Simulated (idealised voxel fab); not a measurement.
The name of this process module is voxel capacitor over wiring.
It is cross-section cut that appears here, measuring 235 nm in width, its square cells being 5 nm in size.
We lay out every cross-section as a grid of square cells and spell it out in bands from the top down, where one band means one or more rows of cells.
Basically the band line says how high the top is and how high the bottom is, in nm, and then what's in it from left to right, every material with its width in nm. Empty space shows up as "air", and if a single material carries "throughout" it runs the full band edge to edge.
Height reference: 0 = level under which incoming wafer is all one material. Lowest band: no bottom, runs on downward, e.g. "0 nm and below".
The width entry "30 to 40" should be interpreted row by row: the top row of cells in the band takes the first number, the bottom row takes the second number, and the change between adjacent rows is uniform throughout.
Where the words "identical to before" appear for a step, the cross-section shows no cell changed by that step; every cell remained as before.
"Completely sealed voids" contains a list of empty spaces, each no smaller than 8 cells and without an open way to the top, written in the form width x height at distance with the distance from the left edge and all three in nm.
What comes after the settings on a step's line is commentary from the simulator itself on that step.
Among the settings permitted on a step's line is "overlay nm"; applied to a step with a mask, it specifies the extent to which the mask lay to the right of its planned position, whereas a negative figure signifies a position to the left.

# Steps in the process plan
1,RECEIVE (material Si)
2,CONFORMAL_DEP (material SiO2; thk nm 10)
3,CONFORMAL_DEP (material SiCN; thk nm 5)
4,DIRECTIONAL_DEP (material lowk; thk nm 15)
5,MASKED_ETCH (tone open; mask id METAL_1; width nm 25; pitch nm 90; etch materials lowk; depth nm 15; overlay nm 0)
6,MASKED_ETCH (tone open; mask id METAL_1; width nm 25; pitch nm 90; etch materials SiCN; depth nm 5; overlay nm 0)
7,CONFORMAL_DEP (material TiN; thk nm 5)
8,FILL_DEP (material Ru; thk nm 5)
9,CMP (height nm 30)
10,CONFORMAL_DEP (material SiCN; thk nm 5)
11,DIRECTIONAL_DEP (material SiO2; thk nm 10)
12,DIRECTIONAL_DEP (material aC; thk nm 10)
13,PATTERN (tone open; mask id PLUG_1; material resist; width nm 15; thk nm 25; overlay nm 0)
14,DIRECTIONAL_ETCH (etch materials aC; depth nm 10)
15,STRIP (etch materials resist)
16,DIRECTIONAL_ETCH (etch materials SiO2; depth nm 10)
17,DIRECTIONAL_ETCH (etch materials SiCN; depth nm 5)
18,STRIP (etch materials aC)
19,EPI (material Ru; thk nm 10)
20,EPI (material Ru; thk nm 5)
21,DIRECTIONAL_DEP (material TiN; thk nm 10)
22,DIRECTIONAL_DEP (material Al2O3; thk nm 5)
23,DIRECTIONAL_DEP (material TiN; thk nm 5)
24,MASKED_ETCH (tone cover; mask id UPPER_PLATE; width nm 70; etch materials TiN; depth nm 5; overlay nm 0)
25,MASKED_ETCH (tone cover; mask id UPPER_PLATE; width nm 70; etch materials Al2O3; depth nm 5; overlay nm 0)
26,MASKED_ETCH (tone cover; mask id LOWER_PLATE; width nm 80; etch materials TiN; depth nm 10; overlay nm 0)
27,FILL_DEP (material SiO2; thk nm 20)
28,CMP (height nm 80)
29,MASKED_ETCH (tone open; mask id PLUG_2; width nm 15; etch materials SiO2; depth nm 15; overlay nm 0)
30,CONFORMAL_DEP (material TiN; thk nm 5)
31,FILL_DEP (material W; thk nm 10)
32,CMP (height nm 80)
33,CONFORMAL_DEP (material SiN; thk nm 5)

# Cross-section of the wafer upon arrival, representing the state reached after step 1
    0 nm and below: Si throughout
    Completely sealed voids: none

# Cross-sectional result after module completion. Note: starting condition and plan are unchanged from above; one processing mistake was made
    85 nm to 80 nm: SiN throughout
    80 nm to 70 nm: 80 SiO2, 5 TiN, 5 W, 5 TiN, 140 SiO2
    70 nm to 60 nm: 80 to 85 SiO2, 15 to 55 TiN, 140 to 95 SiO2
    60 nm to 55 nm: 70 SiO2, 15 TiN, 55 Al2O3, 95 SiO2
    55 nm to 50 nm: 65 SiO2, 5 TiN, 15 Al2O3, 60 TiN, 90 SiO2
    50 nm to 45 nm: 65 SiO2, 80 TiN, 90 SiO2
    45 nm to 40 nm: 70 SiCN, 15 TiN, 150 SiCN
    40 nm to 30 nm: SiO2 throughout
    30 nm to 15 nm: 60 lowk, 5 TiN, 15 Ru, 5 TiN, 65 lowk, 5 TiN, 15 Ru, 5 TiN, 60 lowk
    15 nm to 10 nm: 60 SiCN, 25 TiN, 65 SiCN, 25 TiN, 60 SiCN
    10 nm to 0 nm: SiO2 throughout
    0 nm and below: Si throughout
    Completely sealed voids: none
Where did the run depart from the plan? the intended sequence of steps 10 and 11 was reversed during processing, with each occupying the position of the other
